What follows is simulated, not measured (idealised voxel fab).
process module | voxel self aligned vias
Pictured: cross-section cut, 290 nm wide, on a grid of 5 nm square cells.
Cross-section spec: square-cell grid; bands listed top down; each band is one or more rows.
This entry defines a band. It first specifies the height of the band's top and the height of its bottom in nm, and then specifies the band's materials from left to right, stating each material with its width in nm. The word "edge to edge" identifies a single material that fills the band from edge to edge, while the word "air" identifies empty space.
For the purposes of this specification, 0 denotes the height below which the wafer in its as-received condition is composed wholly of one material, and the lowermost band, lacking a lower limit, extends downward without end, as expressed in "0 -> down".
A width such as "30 to 40" changes by the same amount from each row of cells to the next, from the band's top row to its bottom row.
Step marked "stayed the same"? Then no cell in the cross-section changed in it.
In the "Sealed void list" entry, you get each enclosed empty space of 8 cells or more, one with no open way to the top, written width x height at distance, distance from the left edge, in nm.
Heads up: the bit after the settings on a step's line is the simulator's remark on that step.
The "overlay nm" setting may appear on a step's line; for a step that uses a mask, it gives how far to the right of its planned position the mask lay, and a negative value indicates the left.
Steps planned for the process
1: RECEIVE with material Si
2: CONFORMAL_DEP with material SiO2, thk nm 15
3: CONFORMAL_DEP with material SiCN, thk nm 5
4: DIRECTIONAL_DEP with material SiO2, thk nm 30
5: DIRECTIONAL_DEP with material aC, thk nm 15
6: PATTERN with tone open, mask id LINES, material resist, width nm 30, pitch nm 70, thk nm 30, overlay nm 0
7: DIRECTIONAL_ETCH with etch materials aC, depth nm 15
8: STRIP with etch materials resist
9: DIRECTIONAL_ETCH with etch materials SiO2, depth nm 30
10: STRIP with etch materials aC
11: CONFORMAL_DEP with material TiN, thk nm 5
12: FILL_DEP with material W, thk nm 10
13: CMP with height nm 50
14: SELECTIVE_ETCH with etch materials W Ru TiN, depth nm 10
15: FILL_DEP with material SiN, thk nm 5
16: CMP with height nm 50
17: DIRECTIONAL_DEP with material SiO2, thk nm 15
18: DIRECTIONAL_DEP with material aC, thk nm 15
19: PATTERN with tone open, mask id VIAS, material resist, width nm 50, pitch nm 70, thk nm 30, overlay nm 0
20: DIRECTIONAL_ETCH with etch materials aC, depth nm 15
21: STRIP with etch materials resist
22: DIRECTIONAL_ETCH with etch materials SiO2, depth nm 15
23: DIRECTIONAL_ETCH with etch materials SiN, depth nm 10
24: STRIP with etch materials aC
25: CONFORMAL_DEP with material TiN, thk nm 5
26: FILL_DEP with material W, thk nm 5
27: CMP with height nm 65
28: CONFORMAL_DEP with material SiCN, thk nm 5
As received (post step 1): cross-section
* 0 -> down: Si edge to edge
* Sealed void list: none
Module complete - cross-section of the first of two wafers, run according to plan
* 70 -> 65: SiCN edge to edge
* 65 -> 55: SiO2 (85) / TiN (5) / W (40) / TiN (5) / SiO2 (20) / TiN (5) / W (40) / TiN (5) / SiO2 (85)
* 55 -> 45: SiO2 (85 to 95) / TiN (15 to 5) / W (20) / TiN (15 to 5) / SiO2 (20 to 40) / TiN (15 to 5) / W (20) / TiN (15 to 5) / SiO2 (85 to 95)
* 45 -> 40: SiO2 (95) / TiN (30) / SiO2 (40) / TiN (30) / SiO2 (95)
* 40 -> 25: SiO2 (95) / TiN (5) / W (20) / TiN (5) / SiO2 (40) / TiN (5) / W (20) / TiN (5) / SiO2 (95)
* 25 -> 20: SiO2 (95) / TiN (30) / SiO2 (40) / TiN (30) / SiO2 (95)
* 20 -> 15: SiCN edge to edge
* 15 -> 0: SiO2 edge to edge
* 0 -> down: Si edge to edge
* Sealed void list: none
Cross-section at end of module for the second wafer of two, which matched the first in starting point and plan and differed by one mistake in its processing
* 70 -> 65: SiCN edge to edge
* 65 -> 55: SiO2 (85) / TiN (5) / W (40) / TiN (5) / SiO2 (20) / TiN (5) / W (40) / TiN (5) / SiO2 (85)
* 55 -> 45: SiO2 (85 to 90) / TiN (10 to 5) / W (20) / TiN (20 to 5) / SiO2 (20 to 40) / TiN (10 to 5) / W (20) / TiN (20 to 5) / SiO2 (85 to 100)
* 45 -> 40: SiO2 (90) / TiN (30) / SiO2 (40) / TiN (30) / SiO2 (100)
* 40 -> 25: SiO2 (90) / TiN (5) / W (20) / TiN (5) / SiO2 (40) / TiN (5) / W (20) / TiN (5) / SiO2 (100)
* 25 -> 20: SiO2 (90) / TiN (30) / SiO2 (40) / TiN (30) / SiO2 (100)
* 20 -> 15: SiCN edge to edge
* 15 -> 0: SiO2 edge to edge
* 0 -> down: Si edge to edge
* Sealed void list: none
So what did we get wrong on this run? step 6 was processed under conditions differing from the plan, specifically as PATTERN with tone open, mask id LINES, material resist, width nm 30, pitch nm 70, thk nm 30, overlay nm -5
When the process is done, the second wafer contains the same cell count of every material as the first wafer, but distributed over other locations.
